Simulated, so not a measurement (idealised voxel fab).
Process module heading - voxel transistor to metal
Cross-sectional view cut (width: 170 nm; square cell size: 5 nm).
In what follows, cross-sections appear as grids of square cells, described through bands that run from the top down, where every band is one or more rows of cells. The entry gives the band's vertical extent as a top height and a bottom height in nm, then its horizontal make-up as materials from left to right, each with a width in nm. "air" stands for empty space; a single material marked "everywhere" fills the band edge to edge. Below 0: as-received wafer, all one material; heights counted from there. Lowest band: no bottom, goes on down, written "0..down". Read "30..40" as a graded width: first number on top, second number at the bottom, same change between each pair of neighbouring rows. "everything unchanged" -> step changed no cross-section cell. So "Sealed internal cavities" is basically the list of trapped voids: any empty space of 8 cells or more that can't reach the top through an opening. They're written width x height at distance, the distance being from the left edge, and it's all nm. Anything after a step's settings on that line? It's the simulator's own note about the step. overlay nm: where the mask lay relative to plan, measured to the right, on steps with a mask; negatives go left.
**Planned step list for the process**
1,RECEIVE | material Si
2,OXIDIZE | depth nm 5
3,CONFORMAL_DEP | material SiN | thk nm 10
4,MASKED_ETCH | tone cover | mask id ACTIVE | width nm 125 | etch materials SiN | depth nm 10 | overlay nm 0
5,MASKED_ETCH | tone cover | mask id ACTIVE | width nm 125 | etch materials SiO2 | depth nm 5 | overlay nm 0
6,MASKED_ETCH | tone cover | mask id ACTIVE | width nm 125 | etch materials Si | depth nm 25 | overlay nm 0
7,OXIDIZE | depth nm 5
8,FILL_DEP | material SiO2 | thk nm 15
9,CMP | height nm 10
10,SELECTIVE_ETCH | etch materials SiO2 | depth nm 5
11,STRIP | etch materials SiN
12,SELECTIVE_ETCH | etch materials SiO2 | depth nm 5
13,OXIDIZE | depth nm 5
14,DIRECTIONAL_DEP | material polySi | thk nm 30
15,DIRECTIONAL_DEP | material SiCN | thk nm 10
16,MASKED_ETCH | tone cover | mask id GATE | width nm 25 | etch materials SiCN | depth nm 20 | overlay nm 0
17,MASKED_ETCH | tone cover | mask id GATE | width nm 25 | etch materials polySi | depth nm 40 | overlay nm 0
18,CONFORMAL_DEP | material SiO2 | thk nm 5
19,DIRECTIONAL_ETCH | etch materials SiO2 | depth nm 5
20,CONFORMAL_DEP | material SiN | thk nm 10
21,DIRECTIONAL_ETCH | etch materials SiN | depth nm 10
22,DIRECTIONAL_ETCH | etch materials SiO2 | depth nm 5
23,DIRECTIONAL_ETCH | etch materials Si | depth nm 10
24,EPI | material pSi | thk nm 15
25,FILL_DEP | material SiO2 | thk nm 5
26,CMP | height nm 35
27,DIRECTIONAL_DEP | material SiO2 | thk nm 10
28,PATTERN | tone open | mask id CONTACT | material resist | width nm 35 | pitch nm 70 | thk nm 20 | overlay nm 0
29,DIRECTIONAL_ETCH | etch materials SiO2 | depth nm 40
30,STRIP | etch materials resist
31,CONFORMAL_DEP | material TiN | thk nm 5
32,FILL_DEP | material W | thk nm 10
33,CMP | height nm 45
34,CONFORMAL_DEP | material SiN | thk nm 5
35,DIRECTIONAL_DEP | material lowk | thk nm 25
36,DIRECTIONAL_DEP | material aC | thk nm 15
37,PATTERN | tone open | mask id METAL_1 | material resist | width nm 20 | pitch nm 85 | thk nm 30 | overlay nm 0
38,DIRECTIONAL_ETCH | etch materials aC | depth nm 15
39,STRIP | etch materials resist
40,DIRECTIONAL_ETCH | etch materials lowk | depth nm 25
41,DIRECTIONAL_ETCH | etch materials SiN | depth nm 5
42,STRIP | etch materials aC
43,CONFORMAL_DEP | material TiN | thk nm 5
44,FILL_DEP | material Ru | thk nm 5
45,CMP | height nm 75
46,CONFORMAL_DEP | material SiCN | thk nm 5
47,DIRECTIONAL_DEP | material lowk | thk nm 25
48,MASKED_ETCH | tone open | mask id METAL_2 | width nm 20 | pitch nm 85 | etch materials lowk | depth nm 15 | overlay nm 0
49,MASKED_ETCH | tone open | mask id METAL_2_HOLES | width nm 15 | pitch nm 85 | etch materials lowk | depth nm 10 | overlay nm 0
50,MASKED_ETCH | tone open | mask id METAL_2_HOLES | width nm 15 | pitch nm 85 | etch materials SiCN | depth nm 5 | overlay nm 0
51,CONFORMAL_DEP | material TiN | thk nm 5
52,FILL_DEP | material Cu | thk nm 10
53,CMP | height nm 105
54,CONFORMAL_DEP | material SiCN | thk nm 5
Same starting wafers, different thk nm at step 18. Plan value belongs to the first wafer.
**First of several wafers, received after step 1, in cross-section**
  0..down: Si everywhere
  Sealed internal cavities: none
**After the module's final step, step 54: the first of several wafers in cross-section**
  110..105: SiCN everywhere
  105..95: lowk 30; TiN 5; Cu 10; TiN 5; lowk 65; TiN 5; Cu 10; TiN 5; lowk 35
  95..90: lowk 30; TiN 5; Cu 5; TiN 10; lowk 65; TiN 5; Cu 5; TiN 10; lowk 35
  90..80: lowk 30; TiN 5; Cu 5; TiN 5; lowk 70; TiN 5; Cu 5; TiN 5; lowk 40
  80..75: SiCN 30; TiN 15; SiCN 70; TiN 15; SiCN 40
  75..50: lowk 30; TiN 5; Ru 10; TiN 5; lowk 65; TiN 5; Ru 10; TiN 5; lowk 35
  50..45: SiN 30; TiN 20; SiN 65; TiN 20; SiN 35
  45..35: SiO2 30; TiN 5; W 25..15; TiN 5..15; SiO2 35; TiN 5..15; W 25..15; TiN 5; SiO2 35
  35..25: SiO2 30; TiN 5; W 15; TiN 5; SiN 10; SiO2 5; SiCN 25; SiO2 5; SiN 10; TiN 5; W 15; TiN 5; SiO2 35
  25..10: SiO2 30; TiN 5; W 15; TiN 5; SiN 10; SiO2 5; polySi 25; SiO2 5; SiN 10; TiN 5; W 15; TiN 5; SiO2 35
  10..5: SiO2 30; TiN 25; SiN 10; SiO2 5; polySi 25; SiO2 5; SiN 10; TiN 25; SiO2 35
  5..0: SiO2 25; pSi 30; SiN 10; SiO2 5; polySi 25; SiO2 5; SiN 10; pSi 30; SiO2 30
  0..-5: SiO2 20; SiN 10; pSi 25; SiN 10; SiO2 5; polySi 25; SiO2 5; SiN 10; pSi 25; SiN 10; SiO2 25
  -5..-10: SiO2 30; pSi 25; SiO2 55; pSi 25; SiO2 35
  -10..-20: SiO2 25; Si 5; pSi 25; Si 55; pSi 25; Si 5; SiO2 30
  -20..-35: SiO2 25; Si 115; SiO2 30
  -35..down: Si everywhere
  Sealed internal cavities: none
**The final wafer, sectioned at module end**
  110..105: SiCN everywhere
  105..95: lowk 30; TiN 5; Cu 10; TiN 5; lowk 65; TiN 5; Cu 10; TiN 5; lowk 35
  95..90: lowk 30; TiN 5; Cu 5; TiN 10; lowk 65; TiN 5; Cu 5; TiN 10; lowk 35
  90..80: lowk 30; TiN 5; Cu 5; TiN 5; lowk 70; TiN 5; Cu 5; TiN 5; lowk 40
  80..75: SiCN 30; TiN 15; SiCN 70; TiN 15; SiCN 40
  75..50: lowk 30; TiN 5; Ru 10; TiN 5; lowk 65; TiN 5; Ru 10; TiN 5; lowk 35
  50..45: SiN 30; TiN 20; SiN 65; TiN 20; SiN 35
  45..35: SiO2 30; TiN 5..25; W 25..5; TiN 5; SiO2 35; TiN 5; W 25..5; TiN 5..25; SiO2 35
  35..25: SiO2 30; TiN 10; SiN 10; TiN 5; W 5; TiN 5; SiO2 5; SiCN 25; SiO2 5; TiN 5; W 5; TiN 5; SiN 10; TiN 10; SiO2 35
  25..15: SiO2 30; TiN 10; SiN 10; TiN 5; W 5; TiN 5; SiO2 5; polySi 25; SiO2 5; TiN 5; W 5; TiN 5; SiN 10; TiN 10; SiO2 35
  15..10: SiO2 30; TiN 5; SiN 15; TiN 5; W 5; TiN 5; SiO2 5; polySi 25; SiO2 5; TiN 5; W 5; TiN 5; SiN 15; TiN 5; SiO2 35
  10..5: SiO2 30; TiN 5; SiO2 15; TiN 15; SiO2 5; polySi 25; SiO2 5; TiN 15; SiO2 15; TiN 5; SiO2 35
  5..-5: SiO2 70; polySi 25; SiO2 75
  -5..-10: SiO2 everywhere
  -10..-35: SiO2 25; Si 115; SiO2 30
  -35..down: Si everywhere
  Sealed internal cavities: none
**Per wafer (row), end of module: delta in cells per material since receipt, (+) for gained, (-) for lost; closed voids after that**
thk nm 5 | +14 Cu | +20 Ru | -143 Si | +72 SiCN | +62 SiN | +233 SiO2 | +98 TiN | +46 W | +264 lowk | +52 pSi | +30 polySi | Sealed internal cavities: none
thk nm 10 | +14 Cu | +20 Ru | -123 Si | +72 SiCN | +58 SiN | +269 SiO2 | +110 TiN | +34 W | +264 lowk | +30 polySi | Sealed internal cavities: none
thk nm 15 | +14 Cu | +20 Ru | -123 Si | +72 SiCN | +54 SiN | +277 SiO2 | +120 TiN | +20 W | +264 lowk | +30 polySi | Sealed internal cavities: none
thk nm 20 | +14 Cu | +20 Ru | -123 Si | +72 SiCN | +48 SiN | +283 SiO2 | +118 TiN | +22 W | +264 lowk | +30 polySi | Sealed internal cavities: none
